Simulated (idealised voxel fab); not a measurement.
The process module presented herein is designated voxel transistor to metal.
Cross-section cut spans 175 nm and uses square cells 5 nm in size.
The cross-sections in this document take the form of a grid made of square cells. They are written out as bands, in order from top to bottom. Each band consists of one or more rows of cells. Band entry format. Leading values: height of top, height of bottom, nm. Remainder: materials in left-to-right order, each with its width in nm. Special words: "throughout" on a single material, which then fills the band edge to edge; "blank", empty space. The level at which height equals 0 is the one under which the wafer, as it arrives, is entirely one material. No lower edge exists for the bottom band, which continues downward and is notated as in "0 -> down". You'd read "30->40" like this: the band's top row of cells is as wide as the first number, its bottom row is as wide as the second, and going down, every row changes width by the same amount as the row before did. Where the words "no alteration" appear for a step, the cross-section shows no cell changed by that step; every cell remained as before. The entry titled "Enclosed internal voids" provides the empty spaces that have no open way to the top, restricted to those of 8 cells or more. Each is presented as width x height at distance, the distance being measured from the left edge, with all three in nm. On each step's line, the part that comes after the settings is the simulator's own comment on the step. Regarding "overlay nm": on a step with a mask, it is the distance the mask lay to the right of its planned place; a negative value places it to the left. Reading key. Pairs: pre-step and post-step cross-section, one process step apart; post-step view only to lowest changed band. Step between + settings: beneath pair. Runs: pairs may be from different runs of this module, same starting wafer. Continuation from pair above: only where "Pre-step view" entry says.

Pre-step view:
- 30 -> 20 = SiO2 throughout
- 20 -> 5 = SiO2 (55) | SiN (10) | HfO2 (5) | TiN (5) | W (25) | TiN (5) | HfO2 (5) | SiN (10) | SiO2 (55)
- 5 -> 0 = SiO2 (25) | nSi (30) | SiN (10) | HfO2 (5) | TiN (5) | W (25) | TiN (5) | HfO2 (5) | SiN (10) | nSi (30) | SiO2 (25)
- 0 -> -5 = SiO2 (20) | SiN (10) | nSi (25) | SiN (10) | HfO2 (5) | TiN (35) | HfO2 (5) | SiN (10) | nSi (25) | SiN (10) | SiO2 (20)
- -5 -> -10 = SiO2 (30) | nSi (25) | SiO2 (10) | HfO2 (45) | SiO2 (10) | nSi (25) | SiO2 (30)
- -10 -> -25 = SiO2 (20) | Si (10) | nSi (25) | Si (65) | nSi (25) | Si (10) | SiO2 (20)
- -25 -> -55 = SiO2 (20) | Si (135) | SiO2 (20)
- -55 -> down = Si throughout
- Enclosed internal voids: none

State After Step:
- 30 -> 20 = SiO2 (30) | blank (20) | SiO2 (75) | blank (20) | SiO2 (30)
- 20 -> 5 = SiO2 (30) | blank (20) | SiO2 (5) | SiN (10) | HfO2 (5) | TiN (5) | W (25) | TiN (5) | HfO2 (5) | SiN (10) | SiO2 (5) | blank (20) | SiO2 (30)
- Rest of section, below 5: as before.
- Enclosed internal voids: none
Going from one cross-section above to the next, the wafer undergoes MASKED_ETCH | tone open | mask id CONTACT | width nm 20 | pitch nm 95 | etch materials SiO2 | depth nm 25 | overlay nm 0

Pre-step view: it's just the after picture from the pair right above this one.

State After Step:
- 35 -> 30 = TiN (35) | blank (10) | TiN (85) | blank (10) | TiN (35)
- 30 -> 20 = SiO2 (30) | TiN (5) | blank (10) | TiN (5) | SiO2 (75) | TiN (5) | blank (10) | TiN (5) | SiO2 (30)
- 20 -> 10 = SiO2 (30) | TiN (5) | blank (10) | TiN (5) | SiO2 (5) | SiN (10) | HfO2 (5) | TiN (5) | W (25) | TiN (5) | HfO2 (5) | SiN (10) | SiO2 (5) | TiN (5) | blank (10) | TiN (5) | SiO2 (30)
- 10 -> 5 = SiO2 (30) | TiN (20) | SiO2 (5) | SiN (10) | HfO2 (5) | TiN (5) | W (25) | TiN (5) | HfO2 (5) | SiN (10) | SiO2 (5) | TiN (20) | SiO2 (30)
- Rest of section, below 5: as before.
- Enclosed internal voids: none
Going from one cross-section above to the next, the wafer undergoes CONFORMAL_DEP | material TiN | thk nm 5

Pre-step view: it's just the after picture from the pair right above this one.

State After Step:
- 45 -> 35 = W throughout
- 35 -> 30 = TiN (35) | W (10) | TiN (85) | W (10) | TiN (35)
- 30 -> 20 = SiO2 (30) | TiN (5) | W (10) | TiN (5) | SiO2 (75) | TiN (5) | W (10) | TiN (5) | SiO2 (30)
- 20 -> 10 = SiO2 (30) | TiN (5) | W (10) | TiN (5) | SiO2 (5) | SiN (10) | HfO2 (5) | TiN (5) | W (25) | TiN (5) | HfO2 (5) | SiN (10) | SiO2 (5) | TiN (5) | W (10) | TiN (5) | SiO2 (30)
- Rest of section, below 10: as before.
- Enclosed internal voids: none
Going from one cross-section above to the next, the wafer undergoes FILL_DEP | material W | thk nm 10

Pre-step view: it's just the after picture from the pair right above this one.

State After Step:
- 30 -> 20 = SiO2 (30) | TiN (5) | W (10) | TiN (5) | SiO2 (75) | TiN (5) | W (10) | TiN (5) | SiO2 (30)
- Rest of section, below 20: as before.
- Enclosed internal voids: none
Going from one cross-section above to the next, the wafer undergoes CMP | height nm 30

Pre-step view: it's just the after picture from the pair right above this one.

State After Step:
- 35 -> 30 = TiN throughout
- Rest of section, below 30: as before.
- Enclosed internal voids: none
Going from one cross-section above to the next, the wafer undergoes DIRECTIONAL_DEP | material TiN | thk nm 5

Pre-step view: it's just the after picture from the pair right above this one.

State After Step:
- 50 -> 35 = W throughout
- Rest of section, below 35: as before.
- Enclosed internal voids: none
Going from one cross-section above to the next, the wafer undergoes DIRECTIONAL_DEP | material W | thk nm 15

Pre-step view: it's just the after picture from the pair right above this one.

State After Step:
- 60 -> 50 = aC throughout
- Rest of section, below 50: as before.
- Enclosed internal voids: none
Going from one cross-section above to the next, the wafer undergoes DIRECTIONAL_DEP | material aC | thk nm 10

Pre-step view: it's just the after picture from the pair right above this one.

State After Step:
- 90 -> 60 = blank (30) | resist (20) | blank (75) | resist (20) | blank (30)
- Rest of section, below 60: as before.
- Enclosed internal voids: none
Going from one cross-section above to the next, the wafer undergoes PATTERN | tone cover | mask id METAL_1 | material resist | width nm 20 | pitch nm 95 | thk nm 30 | overlay nm 0

Pre-step view: it's just the after picture from the pair right above this one.

State After Step:
- 80 -> 60 = blank (30) | resist (20) | blank (75) | resist (20) | blank (30)
- 60 -> 50 = blank (30) | aC (20) | blank (75) | aC (20) | blank (30)
- Rest of section, below 50: as before.
- Enclosed internal voids: none
Going from one cross-section above to the next, the wafer undergoes DIRECTIONAL_ETCH | etch materials aC | depth nm 10

Pre-step view: it's just the after picture from the pair right above this one.

State After Step:
- 60 -> 50 = blank (30) | aC (20) | blank (75) | aC (20) | blank (30)
- Rest of section, below 50: as before.
- Enclosed internal voids: none
Going from one cross-section above to the next, the wafer undergoes STRIP | etch materials resist

Pre-step view: it's just the after picture from the pair right above this one.

State After Step:
- 60 -> 50 = blank (30) | aC (20) | blank (75) | aC (20) | blank (30)
- 50 -> 35 = blank (30) | W (20) | blank (75) | W (20) | blank (30)
- Rest of section, below 35: as before.
- Enclosed internal voids: none
Going from one cross-section above to the next, the wafer undergoes DIRECTIONAL_ETCH | etch materials W | depth nm 15

Pre-step view: it's just the after picture from the pair right above this one.

State After Step:
- 60 -> 50 = blank (30) | aC (20) | blank (75) | aC (20) | blank (30)
- 50 -> 35 = blank (30) | W (20) | blank (75) | W (20) | blank (30)
- 35 -> 30 = blank (30) | TiN (20) | blank (75) | TiN (20) | blank (30)
- Rest of section, below 30: as before.
- Enclosed internal voids: none
Going from one cross-section above to the next, the wafer undergoes DIRECTIONAL_ETCH | etch materials TiN | depth nm 5

Pre-step view: it's just the after picture from the pair right above this one.

State After Step:
- 50 -> 35 = blank (30) | W (20) | blank (75) | W (20) | blank (30)
- Rest of section, below 35: as before.
- Enclosed internal voids: none
Going from one cross-section above to the next, the wafer undergoes STRIP | etch materials aC

Pre-step view: it's just the after picture from the pair right above this one.

State After Step:
- 55 -> 50 = blank (25) | SiCN (30) | blank (65) | SiCN (30) | blank (25)
- 50 -> 35 = blank (25) | SiCN (5) | W (20) | SiCN (5) | blank (65) | SiCN (5) | W (20) | SiCN (5) | blank (25)
- 35 -> 30 = SiCN (30) | TiN (20) | SiCN (75) | TiN (20) | SiCN (30)
- Rest of section, below 30: as before.
- Enclosed internal voids: none
Going from one cross-section above to the next, the wafer undergoes CONFORMAL_DEP | material SiCN | thk nm 5

Pre-step view: it's just the after picture from the pair right above this one.

State After Step:
- 65 -> 55 = lowk throughout
- 55 -> 50 = lowk (25) | SiCN (30) | lowk (65) | SiCN (30) | lowk (25)
- 50 -> 35 = lowk (25) | SiCN (5) | W (20) | SiCN (5) | lowk (65) | SiCN (5) | W (20) | SiCN (5) | lowk (25)
- Rest of section, below 35: as before.
- Enclosed internal voids: none
Going from one cross-section above to the next, the wafer undergoes FILL_DEP | material lowk | thk nm 10

Pre-step view: it's just the after picture from the pair right above this one.

State After Step:
- 50 -> 35 = lowk (25) | SiCN (5) | W (20) | SiCN (5) | lowk (65) | SiCN (5) | W (20) | SiCN (5) | lowk (25)
- Rest of section, below 35: as before.
- Enclosed internal voids: none
Going from one cross-section above to the next, the wafer undergoes CMP | height nm 50

Pre-step view: it's just the after picture from the pair right above this one.

State After Step:
- 55 -> 50 = SiCN throughout
- Rest of section, below 50: as before.
- Enclosed internal voids: none
Going from one cross-section above to the next, the wafer undergoes CONFORMAL_DEP | material SiCN | thk nm 5

Pre-step view:
- 25 -> 20 = blank (55) | SiN (10) | blank (45) | SiN (10) | blank (55)
- 20 -> 5 = SiO2 (55) | SiN (10) | blank (45) | SiN (10) | SiO2 (55)
- 5 -> 0 = SiO2 (25) | nSi (30) | SiN (10) | blank (45) | SiN (10) | nSi (30) | SiO2 (25)
- 0 -> -5 = SiO2 (20) | SiN (10) | nSi (25) | SiN (10) | blank (45) | SiN (10) | nSi (25) | SiN (10) | SiO2 (20)
- -5 -> -10 = SiO2 (30) | nSi (25) | SiO2 (10) | blank (45) | SiO2 (10) | nSi (25) | SiO2 (30)
- -10 -> -25 = SiO2 (20) | Si (10) | nSi (25) | Si (65) | nSi (25) | Si (10) | SiO2 (20)
- -25 -> -30 = SiO2 (20) | Si (135) | SiO2 (20)
- -30 -> down = Si throughout
- Enclosed internal voids: none

State After Step:
- 30 -> 25 = blank (50) | TiN (20) | blank (35) | TiN (20) | blank (50)
- 25 -> 20 = TiN (55) | SiN (10) | TiN (5) | blank (35) | TiN (5) | SiN (10) | TiN (55)
- 20 -> 5 = SiO2 (55) | SiN (10) | TiN (5) | blank (35) | TiN (5) | SiN (10) | SiO2 (55)
- 5 -> 0 = SiO2 (25) | nSi (30) | SiN (10) | TiN (5) | blank (35) | TiN (5) | SiN (10) | nSi (30) | SiO2 (25)
- 0 -> -5 = SiO2 (20) | SiN (10) | nSi (25) | SiN (10) | TiN (5) | blank (35) | TiN (5) | SiN (10) | nSi (25) | SiN (10) | SiO2 (20)
- -5 -> -10 = SiO2 (30) | nSi (25) | SiO2 (10) | TiN (45) | SiO2 (10) | nSi (25) | SiO2 (30)
- Rest of section, below -10: as before.
- Enclosed internal voids: none
Going from one cross-section above to the next, the wafer undergoes CONFORMAL_DEP | material TiN | thk nm 5

Pre-step view: it's just the after picture from the pair right above this one.

State After Step:
- 35 -> 30 = blank (45) | HfO2 (30) | blank (25) | HfO2 (30) | blank (45)
- 30 -> 25 = HfO2 (50) | TiN (20) | HfO2 (5) | blank (25) | HfO2 (5) | TiN (20) | HfO2 (50)
- 25 -> 20 = TiN (55) | SiN (10) | TiN (5) | HfO2 (5) | blank (25) | HfO2 (5) | TiN (5) | SiN (10) | TiN (55)
- 20 -> 5 = SiO2 (55) | SiN (10) | TiN (5) | HfO2 (5) | blank (25) | HfO2 (5) | TiN (5) | SiN (10) | SiO2 (55)
- 5 -> 0 = SiO2 (25) | nSi (30) | SiN (10) | TiN (5) | HfO2 (5) | blank (25) | HfO2 (5) | TiN (5) | SiN (10) | nSi (30) | SiO2 (25)
- 0 -> -5 = SiO2 (20) | SiN (10) | nSi (25) | SiN (10) | TiN (5) | HfO2 (35) | TiN (5) | SiN (10) | nSi (25) | SiN (10) | SiO2 (20)
- Rest of section, below -5: as before.
- Enclosed internal voids: none
Going from one cross-section above to the next, the wafer undergoes CONFORMAL_DEP | material HfO2 | thk nm 5

Pre-step view: it's just the after picture from the pair right above this one.

State After Step:
- 40 -> 35 = W throughout
- 35 -> 30 = W (45) | HfO2 (30) | W (25) | HfO2 (30) | W (45)
- 30 -> 25 = HfO2 (50) | TiN (20) | HfO2 (5) | W (25) | HfO2 (5) | TiN (20) | HfO2 (50)
- 25 -> 20 = TiN (55) | SiN (10) | TiN (5) | HfO2 (5) | W (25) | HfO2 (5) | TiN (5) | SiN (10) | TiN (55)
- 20 -> 5 = SiO2 (55) | SiN (10) | TiN (5) | HfO2 (5) | W (25) | HfO2 (5) | TiN (5) | SiN (10) | SiO2 (55)
- 5 -> 0 = SiO2 (25) | nSi (30) | SiN (10) | TiN (5) | HfO2 (5) | W (25) | HfO2 (5) | TiN (5) | SiN (10) | nSi (30) | SiO2 (25)
- Rest of section, below 0: as before.
- Enclosed internal voids: none
Going from one cross-section above to the next, the wafer undergoes FILL_DEP | material W | thk nm 5

Pre-step view: it's just the after picture from the pair right above this one.

State After Step:
- 20 -> 5 = SiO2 (55) | SiN (10) | TiN (5) | HfO2 (5) | W (25) | HfO2 (5) | TiN (5) | SiN (10) | SiO2 (55)
- Rest of section, below 5: as before.
- Enclosed internal voids: none
Going from one cross-section above to the next, the wafer undergoes CMP | height nm 20

Pre-step view: it's just the after picture from the pair right above this one.

State After Step:
- 30 -> 20 = SiO2 throughout
- Rest of section, below 20: as before.
- Enclosed internal voids: none
Going from one cross-section above to the next, the wafer undergoes DIRECTIONAL_DEP | material SiO2 | thk nm 10

Pre-step view: it's just the after picture from the pair right above this one.

State After Step:
- 30 -> 20 = SiO2 (30) | blank (20) | SiO2 (75) | blank (20) | SiO2 (30)
- 20 -> 5 = SiO2 (30) | blank (20) | SiO2 (5) | SiN (10) | TiN (5) | HfO2 (5) | W (25) | HfO2 (5) | TiN (5) | SiN (10) | SiO2 (5) | blank (20) | SiO2 (30)
- Rest of section, below 5: as before.
- Enclosed internal voids: none
Going from one cross-section above to the next, the wafer undergoes MASKED_ETCH | tone open | mask id CONTACT | width nm 20 | pitch nm 95 | etch materials SiO2 | depth nm 25 | overlay nm 0

Pre-step view: it's just the after picture from the pair right above this one.

State After Step:
- 35 -> 30 = TiN (35) | blank (10) | TiN (85) | blank (10) | TiN (35)
- 30 -> 20 = SiO2 (30) | TiN (5) | blank (10) | TiN (5) | SiO2 (75) | TiN (5) | blank (10) | TiN (5) | SiO2 (30)
- 20 -> 10 = SiO2 (30) | TiN (5) | blank (10) | TiN (5) | SiO2 (5) | SiN (10) | TiN (5) | HfO2 (5) | W (25) | HfO2 (5) | TiN (5) | SiN (10) | SiO2 (5) | TiN (5) | blank (10) | TiN (5) | SiO2 (30)
- 10 -> 5 = SiO2 (30) | TiN (20) | SiO2 (5) | SiN (10) | TiN (5) | HfO2 (5) | W (25) | HfO2 (5) | TiN (5) | SiN (10) | SiO2 (5) | TiN (20) | SiO2 (30)
- Rest of section, below 5: as before.
- Enclosed internal voids: none
Going from one cross-section above to the next, the wafer undergoes CONFORMAL_DEP | material TiN | thk nm 5

Pre-step view: it's just the after picture from the pair right above this one.

State After Step:
- 45 -> 35 = W throughout
- 35 -> 30 = TiN (35) | W (10) | TiN (85) | W (10) | TiN (35)
- 30 -> 20 = SiO2 (30) | TiN (5) | W (10) | TiN (5) | SiO2 (75) | TiN (5) | W (10) | TiN (5) | SiO2 (30)
- 20 -> 10 = SiO2 (30) | TiN (5) | W (10) | TiN (5) | SiO2 (5) | SiN (10) | TiN (5) | HfO2 (5) | W (25) | HfO2 (5) | TiN (5) | SiN (10) | SiO2 (5) | TiN (5) | W (10) | TiN (5) | SiO2 (30)
- Rest of section, below 10: as before.
- Enclosed internal voids: none
Going from one cross-section above to the next, the wafer undergoes FILL_DEP | material W | thk nm 10

Pre-step view: it's just the after picture from the pair right above this one.

State After Step:
- 30 -> 20 = SiO2 (30) | TiN (5) | W (10) | TiN (5) | SiO2 (75) | TiN (5) | W (10) | TiN (5) | SiO2 (30)
- Rest of section, below 20: as before.
- Enclosed internal voids: none
Going from one cross-section above to the next, the wafer undergoes CMP | height nm 30

Pre-step view: it's just the after picture from the pair right above this one.

State After Step:
- 35 -> 30 = TiN throughout
- Rest of section, below 30: as before.
- Enclosed internal voids: none
Going from one cross-section above to the next, the wafer undergoes DIRECTIONAL_DEP | material TiN | thk nm 5

Pre-step view: it's just the after picture from the pair right above this one.

State After Step:
- 50 -> 35 = W throughout
- Rest of section, below 35: as before.
- Enclosed internal voids: none
Going from one cross-section above to the next, the wafer undergoes DIRECTIONAL_DEP | material W | thk nm 15

Pre-step view: it's just the after picture from the pair right above this one.

State After Step:
- 60 -> 50 = aC throughout
- Rest of section, below 50: as before.
- Enclosed internal voids: none
Going from one cross-section above to the next, the wafer undergoes DIRECTIONAL_DEP | material aC | thk nm 10

Pre-step view: it's just the after picture from the pair right above this one.

State After Step:
- 90 -> 60 = blank (30) | resist (20) | blank (75) | resist (20) | blank (30)
- Rest of section, below 60: as before.
- Enclosed internal voids: none
Going from one cross-section above to the next, the wafer undergoes PATTERN | tone cover | mask id METAL_1 | material resist | width nm 20 | pitch nm 95 | thk nm 30 | overlay nm 0

Pre-step view: it's just the after picture from the pair right above this one.

State After Step:
- 80 -> 60 = blank (30) | resist (20) | blank (75) | resist (20) | blank (30)
- 60 -> 50 = blank (30) | aC (20) | blank (75) | aC (20) | blank (30)
- Rest of section, below 50: as before.
- Enclosed internal voids: none
Going from one cross-section above to the next, the wafer undergoes DIRECTIONAL_ETCH | etch materials aC | depth nm 10

Pre-step view: it's just the after picture from the pair right above this one.

State After Step:
- 60 -> 50 = blank (30) | aC (20) | blank (75) | aC (20) | blank (30)
- Rest of section, below 50: as before.
- Enclosed internal voids: none
Going from one cross-section above to the next, the wafer undergoes STRIP | etch materials resist

Pre-step view: it's just the after picture from the pair right above this one.

State After Step:
- 60 -> 50 = blank (30) | aC (20) | blank (75) | aC (20) | blank (30)
- 50 -> 35 = blank (30) | W (20) | blank (75) | W (20) | blank (30)
- Rest of section, below 35: as before.
- Enclosed internal voids: none
Going from one cross-section above to the next, the wafer undergoes DIRECTIONAL_ETCH | etch materials W | depth nm 15

Pre-step view: it's just the after picture from the pair right above this one.

State After Step:
- 60 -> 50 = blank (30) | aC (20) | blank (75) | aC (20) | blank (30)
- 50 -> 35 = blank (30) | W (20) | blank (75) | W (20) | blank (30)
- 35 -> 30 = blank (30) | TiN (20) | blank (75) | TiN (20) | blank (30)
- Rest of section, below 30: as before.
- Enclosed internal voids: none
Going from one cross-section above to the next, the wafer undergoes DIRECTIONAL_ETCH | etch materials TiN | depth nm 5

Pre-step view: it's just the after picture from the pair right above this one.

State After Step:
- 50 -> 35 = blank (30) | W (20) | blank (75) | W (20) | blank (30)
- Rest of section, below 35: as before.
- Enclosed internal voids: none
Going from one cross-section above to the next, the wafer undergoes STRIP | etch materials aC

Pre-step view: it's just the after picture from the pair right above this one.

State After Step:
- 55 -> 50 = blank (25) | SiCN (30) | blank (65) | SiCN (30) | blank (25)
- 50 -> 35 = blank (25) | SiCN (5) | W (20) | SiCN (5) | blank (65) | SiCN (5) | W (20) | SiCN (5) | blank (25)
- 35 -> 30 = SiCN (30) | TiN (20) | SiCN (75) | TiN (20) | SiCN (30)
- Rest of section, below 30: as before.
- Enclosed internal voids: none
Going from one cross-section above to the next, the wafer undergoes CONFORMAL_DEP | material SiCN | thk nm 5

Pre-step view: it's just the after picture from the pair right above this one.

State After Step:
- 65 -> 55 = lowk throughout
- 55 -> 50 = lowk (25) | SiCN (30) | lowk (65) | SiCN (30) | lowk (25)
- 50 -> 35 = lowk (25) | SiCN (5) | W (20) | SiCN (5) | lowk (65) | SiCN (5) | W (20) | SiCN (5) | lowk (25)
- Rest of section, below 35: as before.
- Enclosed internal voids: none
Going from one cross-section above to the next, the wafer undergoes FILL_DEP | material lowk | thk nm 10

Pre-step view: it's just the after picture from the pair right above this one.

State After Step:
- 50 -> 35 = lowk (25) | SiCN (5) | W (20) | SiCN (5) | lowk (65) | SiCN (5) | W (20) | SiCN (5) | lowk (25)
- Rest of section, below 35: as before.
- Enclosed internal voids: none
Going from one cross-section above to the next, the wafer undergoes CMP | height nm 50

Pre-step view: it's just the after picture from the pair right above this one.

State After Step:
- 55 -> 50 = SiCN throughout
- Rest of section, below 50: as before.
- Enclosed internal voids: none
Going from one cross-section above to the next, the wafer undergoes CONFORMAL_DEP | material SiCN | thk nm 5

Pre-step view:
- 35 -> 30 = TiN throughout
- 30 -> 20 = SiO2 (30) | TiN (5) | W (10) | TiN (5) | SiO2 (75) | TiN (5) | W (10) | TiN (5) | SiO2 (30)
- 20 -> 10 = SiO2 (30) | TiN (5) | W (10) | TiN (5) | SiO2 (5) | SiN (10) | HfO2 (5) | TiN (5) | W (25) | TiN (5) | HfO2 (5) | SiN (10) | SiO2 (5) | TiN (5) | W (10) | TiN (5) | SiO2 (30)
- 10 -> 5 = SiO2 (30) | TiN (20) | SiO2 (5) | SiN (10) | HfO2 (5) | TiN (5) | W (25) | TiN (5) | HfO2 (5) | SiN (10) | SiO2 (5) | TiN (20) | SiO2 (30)
- 5 -> 0 = SiO2 (25) | nSi (30) | SiN (10) | HfO2 (5) | TiN (5) | W (25) | TiN (5) | HfO2 (5) | SiN (10) | nSi (30) | SiO2 (25)
- 0 -> -5 = SiO2 (20) | SiN (10) | nSi (25) | SiN (10) | HfO2 (5) | TiN (35) | HfO2 (5) | SiN (10) | nSi (25) | SiN (10) | SiO2 (20)
- -5 -> -10 = SiO2 (30) | nSi (25) | SiO2 (10) | HfO2 (45) | SiO2 (10) | nSi (25) | SiO2 (30)
- -10 -> -25 = SiO2 (20) | Si (10) | nSi (25) | Si (65) | nSi (25) | Si (10) | SiO2 (20)
- -25 -> -30 = SiO2 (20) | Si (135) | SiO2 (20)
- -30 -> down = Si throughout
- Enclosed internal voids: none

State After Step:
- 40 -> 35 = W throughout
- Rest of section, below 35: as before.
- Enclosed internal voids: none
Going from one cross-section above to the next, the wafer undergoes DIRECTIONAL_DEP | material W | thk nm 5

Pre-step view: it's just the after picture from the pair right above this one.

State After Step:
- 50 -> 40 = aC throughout
- Rest of section, below 40: as before.
- Enclosed internal voids: none
Going from one cross-section above to the next, the wafer undergoes DIRECTIONAL_DEP | material aC | thk nm 10

Pre-step view: it's just the after picture from the pair right above this one.

State After Step:
- 80 -> 50 = blank (30) | resist (20) | blank (75) | resist (20) | blank (30)
- Rest of section, below 50: as before.
- Enclosed internal voids: none
Going from one cross-section above to the next, the wafer undergoes PATTERN | tone cover | mask id METAL_1 | material resist | width nm 20 | pitch nm 95 | thk nm 30 | overlay nm 0

Pre-step view: it's just the after picture from the pair right above this one.

State After Step:
- 70 -> 50 = blank (30) | resist (20) | blank (75) | resist (20) | blank (30)
- 50 -> 40 = blank (30) | aC (20) | blank (75) | aC (20) | blank (30)
- Rest of section, below 40: as before.
- Enclosed internal voids: none
Going from one cross-section above to the next, the wafer undergoes DIRECTIONAL_ETCH | etch materials aC | depth nm 10

Pre-step view: it's just the after picture from the pair right above this one.

State After Step:
- 50 -> 40 = blank (30) | aC (20) | blank (75) | aC (20) | blank (30)
- Rest of section, below 40: as before.
- Enclosed internal voids: none
Going from one cross-section above to the next, the wafer undergoes STRIP | etch materials resist

Pre-step view: it's just the after picture from the pair right above this one.

State After Step:
- 50 -> 40 = blank (30) | aC (20) | blank (75) | aC (20) | blank (30)
- 40 -> 35 = blank (30) | W (20) | blank (75) | W (20) | blank (30)
- Rest of section, below 35: as before.
- Enclosed internal voids: none
Going from one cross-section above to the next, the wafer undergoes DIRECTIONAL_ETCH | etch materials W | depth nm 15

Pre-step view: it's just the after picture from the pair right above this one.

State After Step:
- 50 -> 40 = blank (30) | aC (20) | blank (75) | aC (20) | blank (30)
- 40 -> 35 = blank (30) | W (20) | blank (75) | W (20) | blank (30)
- 35 -> 30 = blank (30) | TiN (20) | blank (75) | TiN (20) | blank (30)
- Rest of section, below 30: as before.
- Enclosed internal voids: none
Going from one cross-section above to the next, the wafer undergoes DIRECTIONAL_ETCH | etch materials TiN | depth nm 5

Pre-step view: it's just the after picture from the pair right above this one.

State After Step:
- 40 -> 35 = blank (30) | W (20) | blank (75) | W (20) | blank (30)
- Rest of section, below 35: as before.
- Enclosed internal voids: none
Going from one cross-section above to the next, the wafer undergoes STRIP | etch materials aC

Pre-step view: it's just the after picture from the pair right above this one.

State After Step:
- 45 -> 40 = blank (25) | SiCN (30) | blank (65) | SiCN (30) | blank (25)
- 40 -> 35 = blank (25) | SiCN (5) | W (20) | SiCN (5) | blank (65) | SiCN (5) | W (20) | SiCN (5) | blank (25)
- 35 -> 30 = SiCN (30) | TiN (20) | SiCN (75) | TiN (20) | SiCN (30)
- Rest of section, below 30: as before.
- Enclosed internal voids: none
Going from one cross-section above to the next, the wafer undergoes CONFORMAL_DEP | material SiCN | thk nm 5

Pre-step view: it's just the after picture from the pair right above this one.

State After Step:
- 55 -> 45 = lowk throughout
- 45 -> 40 = lowk (25) | SiCN (30) | lowk (65) | SiCN (30) | lowk (25)
- 40 -> 35 = lowk (25) | SiCN (5) | W (20) | SiCN (5) | lowk (65) | SiCN (5) | W (20) | SiCN (5) | lowk (25)
- Rest of section, below 35: as before.
- Enclosed internal voids: none
Going from one cross-section above to the next, the wafer undergoes FILL_DEP | material lowk | thk nm 10

Pre-step view: it's just the after picture from the pair right above this one.

State After Step:
- 50 -> 45 = lowk throughout
- Rest of section, below 45: as before.
- Enclosed internal voids: none
Going from one cross-section above to the next, the wafer undergoes CMP | height nm 50

Pre-step view: it's just the after picture from the pair right above this one.

State After Step:
- 55 -> 50 = SiCN throughout
- Rest of section, below 50: as before.
- Enclosed internal voids: none
Going from one cross-section above to the next, the wafer undergoes CONFORMAL_DEP | material SiCN | thk nm 5

Pre-step view:
- 15 -> 0 = SiN throughout
- 0 -> -5 = SiO2 throughout
- -5 -> down = Si throughout
- Enclosed internal voids: none

State After Step:
- 35 -> 15 = blank (20) | resist (140) | blank (15)
- Rest of section, below 15: as before.
- Enclosed internal voids: none
Going from one cross-section above to the next, the wafer undergoes PATTERN | tone cover | mask id ACTIVE | material resist | width nm 140 | thk nm 20 | overlay nm 0

Pre-step view: it's just the after picture from the pair right above this one.

State After Step:
- 35 -> 15 = blank (20) | resist (140) | blank (15)
- 15 -> 0 = blank (20) | SiN (140) | blank (15)
- Rest of section, below 0: as before.
- Enclosed internal voids: none
Going from one cross-section above to the next, the wafer undergoes DIRECTIONAL_ETCH | etch materials SiN | depth nm 15

Pre-step view: it's just the after picture from the pair right above this one.

State After Step:
- 35 -> 15 = blank (20) | resist (140) | blank (15)
- 15 -> 0 = blank (20) | SiN (140) | blank (15)
- 0 -> -5 = blank (20) | SiO2 (140) | blank (15)
- Rest of section, below -5: as before.
- Enclosed internal voids: none
Going from one cross-section above to the next, the wafer undergoes DIRECTIONAL_ETCH | etch materials SiO2 | depth nm 5

Pre-step view: it's just the after picture from the pair right above this one.

State After Step:
- 35 -> 15 = blank (20) | resist (140) | blank (15)
- 15 -> 0 = blank (20) | SiN (140) | blank (15)
- 0 -> -5 = blank (20) | SiO2 (140) | blank (15)
- -5 -> -30 = blank (20) | Si (140) | blank (15)
- Rest of section, below -30: as before.
- Enclosed internal voids: none
Going from one cross-section above to the next, the wafer undergoes DIRECTIONAL_ETCH | etch materials Si | depth nm 25

Pre-step view: it's just the after picture from the pair right above this one.

State After Step:
- 15 -> 0 = blank (20) | SiN (140) | blank (15)
- Rest of section, below 0: as before.
- Enclosed internal voids: none
Going from one cross-section above to the next, the wafer undergoes STRIP | etch materials resist

Pre-step view: it's just the after picture from the pair right above this one.

State After Step:
- 30 -> 15 = SiO2 throughout
- 15 -> 0 = SiO2 (20) | SiN (140) | SiO2 (15)
- 0 -> -5 = SiO2 throughout
- -5 -> -30 = SiO2 (20) | Si (140) | SiO2 (15)
- Rest of section, below -30: as before.
- Enclosed internal voids: none
Going from one cross-section above to the next, the wafer undergoes FILL_DEP | material SiO2 | thk nm 15

Pre-step view: it's just the after picture from the pair right above this one.

State After Step:
- 15 -> 0 = SiO2 (20) | SiN (140) | SiO2 (15)
- Rest of section, below 0: as before.
- Enclosed internal voids: none
Going from one cross-section above to the next, the wafer undergoes CMP | height nm 15

Pre-step view: it's just the after picture from the pair right above this one.

State After Step:
- 15 -> 5 = blank (20) | SiN (140) | blank (15)
- Rest of section, below 5: as before.
- Enclosed internal voids: none
Going from one cross-section above to the next, the wafer undergoes SELECTIVE_ETCH | etch materials SiO2 | depth nm 10

Pre-step view: it's just the after picture from the pair right above this one.

State After Step:
- 5 -> 0 = SiO2 (20) | blank (140) | SiO2 (15)
- Rest of section, below 0: as before.
- Enclosed internal voids: none
Going from one cross-section above to the next, the wafer undergoes STRIP | etch materials SiN

Pre-step view: it's just the after picture from the pair right above this one.

State After Step:
- 0 -> -5 = SiO2 (15) | blank (150) | SiO2 (10)
- Rest of section, below -5: as before.
- Enclosed internal voids: none
Going from one cross-section above to the next, the wafer undergoes SELECTIVE_ETCH | etch materials SiO2 | depth nm 5

Pre-step view: it's just the after picture from the pair right above this one.

State After Step:
- 0 -> -5 = SiO2 (15) | blank (150) | SiO2 (10)
- -5 -> -10 = SiO2 throughout
- Rest of section, below -10: as before.
- Enclosed internal voids: none
Going from one cross-section above to the next, the wafer undergoes OXIDIZE | depth nm 5

Pre-step view: it's just the after picture from the pair right above this one.

State After Step:
- 30 -> 25 = polySi (15) | blank (150) | polySi (10)
- 25 -> 0 = polySi throughout
- 0 -> -5 = SiO2 (15) | polySi (150) | SiO2 (10)
- Rest of section, below -5: as before.
- Enclosed internal voids: none
Going from one cross-section above to the next, the wafer undergoes DIRECTIONAL_DEP | material polySi | thk nm 30

Pre-step view: it's just the after picture from the pair right above this one.

State After Step:
- 45 -> 40 = SiCN (15) | blank (150) | SiCN (10)
- 40 -> 30 = SiCN throughout
- 30 -> 25 = polySi (15) | SiCN (150) | polySi (10)
- Rest of section, below 25: as before.
- Enclosed internal voids: none
Going from one cross-section above to the next, the wafer undergoes DIRECTIONAL_DEP | material SiCN | thk nm 15
